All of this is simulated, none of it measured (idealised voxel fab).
Name of the process module below: voxel spacer lines
Cross-section cut spans 245 nm and uses square cells 5 nm in size.
Throughout this document, each cross-section is represented as a grid of square cells and is presented as a sequence of bands enumerated from the top downward, where a band comprises one or more rows of cells.
Look at the band entry: it leads with the top's height and the bottom's height in nm. Then it lists the materials left to right, with a width in nm for each. The word "edge to edge" on a single material says that material fills the band edge to edge. The word "air" is empty space.
It should be noted that heights are counted from 0, beneath which the wafer as supplied is of one material throughout, and that the lowest band possesses no lower boundary but continues downward, as written in "0 nm and below".
A width such as "30..40" changes by the same amount from each row of cells to the next, from the band's top row to its bottom row.
Key: "no change occurred" - step with no changed cell in the cross-section.
Entry "Fully sealed voids". Content: empty spaces with no open connection to the top, size 8 cells or greater. Each: width x height at distance. Distance: from left edge. Unit: nm.
Note: text after step settings on the step line = simulator remark on that step.
A step's line can hold "overlay nm"; with a mask on that step, the setting says how far right of the planned place the mask lay, while a negative setting says it lay to the left.
Set out below are the planned steps of the process
| 1 | RECEIVE [material Si] |
| 2 | CONFORMAL_DEP [material Al2O3] [thk nm 5] |
| 3 | DIRECTIONAL_DEP [material W] [thk nm 20] |
| 4 | DIRECTIONAL_DEP [material aC] [thk nm 25] |
| 5 | PATTERN [tone cover] [mask id MANDREL] [material resist] [width nm 25] [pitch nm 70] [thk nm 30] [overlay nm 0] |
| 6 | DIRECTIONAL_ETCH [etch materials aC] [depth nm 25] |
| 7 | STRIP [etch materials resist] |
| 8 | CONFORMAL_DEP [material SiO2] [thk nm 10] |
| 9 | DIRECTIONAL_ETCH [etch materials SiO2] [depth nm 10] |
| 10 | STRIP [etch materials aC] |
| 11 | DIRECTIONAL_ETCH [etch materials W] [depth nm 20] |
| 12 | STRIP [etch materials SiO2] |
This is the cross-section of the wafer as we received it, i.e. after step 1
0 nm and below  Si edge to edge
Fully sealed voids: none
The first of the two wafers as seen in cross-section once the module was finished; processing followed the plan
25 nm to 5 nm  air 65 nm | W 10 nm | air 25 nm | W 10 nm | air 25 nm | W 10 nm | air 25 nm | W 10 nm | air 65 nm
5 nm to 0 nm  Al2O3 edge to edge
0 nm and below  Si edge to edge
Fully sealed voids: none
Wafer two, end of module, cross-section. Same start, same plan as wafer one. One mistake in the run
20 nm to 0 nm  air 65 nm | W 10 nm | air 25 nm | W 10 nm | air 25 nm | W 10 nm | air 25 nm | W 10 nm | air 65 nm
0 nm and below  Si edge to edge
Fully sealed voids: none
Error vs. plan: step 2 of the plan was omitted and not executed
Heads up, by the end the second wafer has more or fewer cells of some materials compared to the first: -49 Al2O3
